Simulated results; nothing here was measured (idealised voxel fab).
The process module that follows is named voxel gate over fins.
295 nm wide, 5 nm square cells: that's cross-section cut.
Cross-section spec: square-cell grid; bands listed top down; each band is one or more rows.
Each band's line starts with the height of the band's top and of its bottom, in nm. Then come its materials from left to right, each with its width in nm. One material with "all across" fills the band from edge to edge. "blank" is empty space.
Height is counted from the level 0, under which the received wafer is composed throughout of one material. The lowest of the bands is not closed at the bottom but continues downward, in the notation "0 nm and below".
Top row gets the first number, bottom row gets the second, and each row in between changes by the same step: that is how a band width like "30->40" works.
It should be understood that the words "remained the same", when stated for a given step, signify that the cross-section underwent no change in any of its cells during that step.
"Entrapped voids" lists enclosed empty spaces (at least 8 cells, no open path upward to the top), each as width x height at distance from the left edge, in nm.
Note: text after step settings on the step line = simulator remark on that step.
overlay nm: mask offset rightward from planned place, masked step; negative means leftward offset.
-- The following list gives the planned process steps
- 1: RECEIVE (material Si)
- 2: CONFORMAL_DEP (material SiN; thk nm 10)
- 3: MASKED_ETCH (tone cover; mask id FINS; width nm 15; pitch nm 40; etch materials SiN; depth nm 10; overlay nm 0)
- 4: MASKED_ETCH (tone cover; mask id FINS; width nm 15; pitch nm 40; etch materials Si; depth nm 35; overlay nm 0)
- 5: FILL_DEP (material SiO2; thk nm 15)
- 6: CMP (height nm 10)
- 7: SELECTIVE_ETCH (etch materials SiO2; depth nm 25)
- 8: STRIP (etch materials SiN)
- 9: CONFORMAL_DEP (material HfO2; thk nm 5)
- 10: CONFORMAL_DEP (material TiN; thk nm 5)
- 11: CONFORMAL_DEP (material TiAl; thk nm 5)
- 12: CONFORMAL_DEP (material TiN; thk nm 5)
- 13: FILL_DEP (material W; thk nm 10)
- 14: CMP (height nm 25)
- 15: CONFORMAL_DEP (material SiCN; thk nm 5)
-- Cross-sectional view of the wafer in its as-received condition, corresponding to the state after step 1
* 0 nm and below  Si all across
* Entrapped voids: none
-- Cross-section at module end, one run error; start and plan unchanged from above
* 30 nm to 25 nm  SiCN all across
* 25 nm to 20 nm  W all across
* 20 nm to 10 nm  80 nm W, 135 nm TiN, 80 nm W
* 10 nm to 5 nm  80 nm W, 10 nm TiN, 35 nm TiAl, 5 nm TiN, 35 nm TiAl, 5 nm TiN, 35 nm TiAl, 10 nm TiN, 80 nm W
* 5 nm to 0 nm  90 nm TiN, 5 nm TiAl, 25 nm HfO2, 5 nm TiAl, 5 nm TiN, 5 nm TiAl, 25 nm HfO2, 5 nm TiAl, 5 nm TiN, 5 nm TiAl, 25 nm HfO2, 5 nm TiAl, 90 nm TiN
* 0 nm to -5 nm  90 nm TiN, 5 nm TiAl, 5 nm HfO2, 15 nm Si, 5 nm HfO2, 5 nm TiAl, 5 nm TiN, 5 nm TiAl, 5 nm HfO2, 15 nm Si, 5 nm HfO2, 5 nm TiAl, 5 nm TiN, 5 nm TiAl, 5 nm HfO2, 15 nm Si, 5 nm HfO2, 5 nm TiAl, 90 nm TiN
* -5 nm to -10 nm  95 nm TiAl, 5 nm HfO2, 15 nm Si, 5 nm HfO2, 15 nm TiAl, 5 nm HfO2, 15 nm Si, 5 nm HfO2, 15 nm TiAl, 5 nm HfO2, 15 nm Si, 5 nm HfO2, 95 nm TiAl
* -10 nm to -15 nm  100 nm HfO2, 15 nm Si, 25 nm HfO2, 15 nm Si, 25 nm HfO2, 15 nm Si, 100 nm HfO2
* -15 nm to -35 nm  100 nm SiO2, 15 nm Si, 25 nm SiO2, 15 nm Si, 25 nm SiO2, 15 nm Si, 100 nm SiO2
* -35 nm and below  Si all across
* Entrapped voids: none
Nonconformance to the process plan: steps 10 and 11 run out of order (swapped)
